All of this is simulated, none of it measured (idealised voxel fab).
Title: Process Module voxel ribs on slabs
For reference, the cross-section in this document is cut, with width 270 nm and square cells of 5 nm.
Reading order for cross-sections: top band down to bottom band. Underlying form: a grid of square cells. Band size: one or more rows of cells. Per band: top height and bottom height in nm, followed by the left-to-right materials and their widths in nm; "edge to edge" marks a single material spanning edge to edge, "blank" marks empty space. Basically, 0 is our baseline, since under it the wafer straight out of the box is all one material. The bottom band has no lower end and keeps on going down, so it looks like "0 nm and below". The two numbers in a width such as "30->40" mark its ends across the band: the first belongs to the top row of cells, the second to the bottom row, and from each row to the next the width moves by the same amount. Step marked "all unchanged"? Then no cell in the cross-section changed in it. Closed empty spaces (no open way to the top) of 8 cells or more are what "Closed cavities" lists, each as width x height at distance from the left edge, nm for all three. Whatever follows a step's settings on its line is a remark the simulator itself makes about that step. Each step line may optionally specify "overlay nm", which for a step with a mask gives the rightward distance between the mask's planned place and where it lay, a negative value indicating the leftward direction.
The following list gives the planned process steps
1,op RECEIVE | material Si
2,op DIRECTIONAL_DEP | material SiO2 | thk nm 25
3,op DIRECTIONAL_DEP | material SiN | thk nm 20
4,op PATTERN | tone cover | mask id RIB | material resist | width nm 30 | thk nm 15 | overlay nm 0
5,op DIRECTIONAL_ETCH | etch materials SiN | depth nm 15
6,op STRIP | etch materials resist
7,op MASKED_ETCH | tone cover | mask id SLAB | width nm 80 | etch materials SiN | depth nm 5 | overlay nm 0
8,op FILL_DEP | material SiO2 | thk nm 25
9,op CMP | height nm 65
10,op DIRECTIONAL_DEP | material TiN | thk nm 5
11,op DIRECTIONAL_DEP | material aC | thk nm 15
12,op PATTERN | tone cover | mask id HEATER | material resist | width nm 40 | thk nm 35 | overlay nm 0
13,op DIRECTIONAL_ETCH | etch materials aC | depth nm 15
14,op STRIP | etch materials resist
15,op DIRECTIONAL_ETCH | etch materials TiN | depth nm 5
16,op STRIP | etch materials aC
17,op CONFORMAL_DEP | material SiO2 | thk nm 10
The first of the two wafers, which ran as planned
As-received wafer cross-section (after step 1)
> 0 nm and below  Si edge to edge
> Closed cavities: none
The following cross-section depicts the wafer upon completion of step 2
> 25 nm to 0 nm  SiO2 edge to edge
> Unchanged below 0.
The following cross-section depicts the wafer upon completion of step 3
> 45 nm to 25 nm  SiN edge to edge
> Unchanged below 25.
The following cross-section depicts the wafer upon completion of step 4
> 60 nm to 45 nm  120 of blank; 30 of resist; 120 of blank
> Unchanged below 45.
The following cross-section depicts the wafer upon completion of step 5
> 60 nm to 45 nm  120 of blank; 30 of resist; 120 of blank
> 45 nm to 30 nm  120 of blank; 30 of SiN; 120 of blank
> Unchanged below 30.
The following cross-section depicts the wafer upon completion of step 6
> 45 nm to 30 nm  120 of blank; 30 of SiN; 120 of blank
> Unchanged below 30.
The following cross-section depicts the wafer upon completion of step 7
> 45 nm to 30 nm  120 of blank; 30 of SiN; 120 of blank
> 30 nm to 25 nm  95 of blank; 80 of SiN; 95 of blank
> Unchanged below 25.
The following cross-section depicts the wafer upon completion of step 8
> 70 nm to 45 nm  SiO2 edge to edge
> 45 nm to 30 nm  120 of SiO2; 30 of SiN; 120 of SiO2
> 30 nm to 25 nm  95 of SiO2; 80 of SiN; 95 of SiO2
> Unchanged below 25.
The following cross-section depicts the wafer upon completion of step 9
> 65 nm to 45 nm  SiO2 edge to edge
> Unchanged below 45.
The following cross-section depicts the wafer upon completion of step 10
> 70 nm to 65 nm  TiN edge to edge
> Unchanged below 65.
The following cross-section depicts the wafer upon completion of step 11
> 85 nm to 70 nm  aC edge to edge
> Unchanged below 70.
The following cross-section depicts the wafer upon completion of step 12
> 120 nm to 85 nm  115 of blank; 40 of resist; 115 of blank
> Unchanged below 85.
The following cross-section depicts the wafer upon completion of step 13
> 105 nm to 85 nm  115 of blank; 40 of resist; 115 of blank
> 85 nm to 70 nm  115 of blank; 40 of aC; 115 of blank
> Unchanged below 70.
The following cross-section depicts the wafer upon completion of step 14
> 85 nm to 70 nm  115 of blank; 40 of aC; 115 of blank
> Unchanged below 70.
The following cross-section depicts the wafer upon completion of step 15
> 85 nm to 70 nm  115 of blank; 40 of aC; 115 of blank
> 70 nm to 65 nm  115 of blank; 40 of TiN; 115 of blank
> Unchanged below 65.
The following cross-section depicts the wafer upon completion of step 16
> 70 nm to 65 nm  115 of blank; 40 of TiN; 115 of blank
> Unchanged below 65.
The following cross-section depicts the wafer upon completion of step 17
> 80 nm to 75 nm  105 of blank; 60 of SiO2; 105 of blank
> 75 nm to 70 nm  SiO2 edge to edge
> 70 nm to 65 nm  115 of SiO2; 40 of TiN; 115 of SiO2
> Unchanged below 65.
Second wafer: same start and same plan as the first, one execution error; identical to the first through step 1
X-section, second wafer, when step 2 was due to finish
> 20 nm to 0 nm  SiN edge to edge
> Unchanged below 0.
X-section, second wafer, when step 3 was due to finish
> 45 nm to 20 nm  SiO2 edge to edge
> Unchanged below 20.
X-section, second wafer, when step 4 was due to finish
> 60 nm to 45 nm  120 of blank; 30 of resist; 120 of blank
> Unchanged below 45.
X-section, second wafer, when step 5 was due to finish: all unchanged
X-section, second wafer, when step 6 was due to finish
> 45 nm to 20 nm  SiO2 edge to edge
> Unchanged below 20.
X-section, second wafer, when step 7 was due to finish: all unchanged
X-section, second wafer, when step 8 was due to finish
> 70 nm to 20 nm  SiO2 edge to edge
> Unchanged below 20.
X-section, second wafer, when step 9 was due to finish
> 65 nm to 20 nm  SiO2 edge to edge
> Unchanged below 20.
X-section, second wafer, when step 10 was due to finish
> 70 nm to 65 nm  TiN edge to edge
> Unchanged below 65.
X-section, second wafer, when step 11 was due to finish
> 85 nm to 70 nm  aC edge to edge
> Unchanged below 70.
X-section, second wafer, when step 12 was due to finish
> 120 nm to 85 nm  115 of blank; 40 of resist; 115 of blank
> Unchanged below 85.
X-section, second wafer, when step 13 was due to finish
> 105 nm to 85 nm  115 of blank; 40 of resist; 115 of blank
> 85 nm to 70 nm  115 of blank; 40 of aC; 115 of blank
> Unchanged below 70.
X-section, second wafer, when step 14 was due to finish
> 85 nm to 70 nm  115 of blank; 40 of aC; 115 of blank
> Unchanged below 70.
X-section, second wafer, when step 15 was due to finish
> 85 nm to 70 nm  115 of blank; 40 of aC; 115 of blank
> 70 nm to 65 nm  115 of blank; 40 of TiN; 115 of blank
> Unchanged below 65.
X-section, second wafer, when step 16 was due to finish
> 70 nm to 65 nm  115 of blank; 40 of TiN; 115 of blank
> Unchanged below 65.
X-section, second wafer, when step 17 was due to finish
> 80 nm to 75 nm  105 of blank; 60 of SiO2; 105 of blank
> 75 nm to 70 nm  SiO2 edge to edge
> 70 nm to 65 nm  115 of SiO2; 40 of TiN; 115 of SiO2
> Unchanged below 65.
What was done differently from what was planned? plan vs actual: 2 and 3 interchanged
End check, counted in cells, second wafer has more or fewer of these materials than the first: 182 more of SiN, 182 fewer of SiO2
